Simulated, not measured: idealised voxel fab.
process module | voxel double patterning
cross-section cut | 260 nm wide | cells 5 nm
A cross-section is a grid of square cells, given in bands from the top down. A band is one or more rows of cells.
Each band's line starts with the height of the band's top and of its bottom, in nm. Then come its materials from left to right, each with its width in nm. One material with "throughout" fills the band from edge to edge. "air" is empty space.
Height 0 is the level under which the wafer as received is all one material. The lowest band goes on downwards, as in "0 down".
A width such as "30 to 40" changes by the same amount from each row of cells to the next, from the band's top row to its bottom row.
"no change" after a step means that no cell of the cross-section changed.
closed voids: empty space of 8 cells or more with no open way to the top, each as width x height at its distance from the left edge, in nm
after a step's settings: what the simulator itself notes on the step
overlay nm, on a step with a mask: how far to the right of its planned place the mask lay; to the left if negative
plan
1 op RECEIVE | material Si
2 op CONFORMAL_DEP | material SiO2 | thk nm 10
3 op DIRECTIONAL_DEP | material TiN | thk nm 15
4 op DIRECTIONAL_DEP | material SiCN | thk nm 5
5 op MASKED_ETCH | tone open | mask id FIRST | width nm 15 | pitch nm 50 | etch materials SiCN | depth nm 5 | overlay nm -15
6 op DIRECTIONAL_DEP | material aC | thk nm 15
7 op PATTERN | tone open | mask id SECOND | material resist | width nm 15 | pitch nm 50 | thk nm 35 | overlay nm 0
8 op DIRECTIONAL_ETCH | etch materials aC | depth nm 15
9 op STRIP | etch materials resist
10 op DIRECTIONAL_ETCH | etch materials SiCN | depth nm 5
11 op STRIP | etch materials aC
12 op DIRECTIONAL_ETCH | etch materials TiN | depth nm 15
13 op STRIP | etch materials SiCN
varied across the wafers: overlay nm of step 5. The plan shows the first wafer's value. All wafers start alike
first wafer as received, after step 1
  0 down: Si throughout
  closed voids: none
each wafer at the end: cells of each material gained (+) or lost (-) since it was received, then its closed voids
overlay nm -15 | +104 SiO2 | +117 TiN | closed voids: none
overlay nm -10 | +104 SiO2 | +111 TiN | closed voids: none
overlay nm -5 | +104 SiO2 | +111 TiN | closed voids: none
overlay nm 0 | +104 SiO2 | +111 TiN | closed voids: none
overlay nm 5 | +104 SiO2 | +111 TiN | closed voids: none
overlay nm 10 | +104 SiO2 | +111 TiN | closed voids: none
overlay nm 15 | +104 SiO2 | +117 TiN | closed voids: none
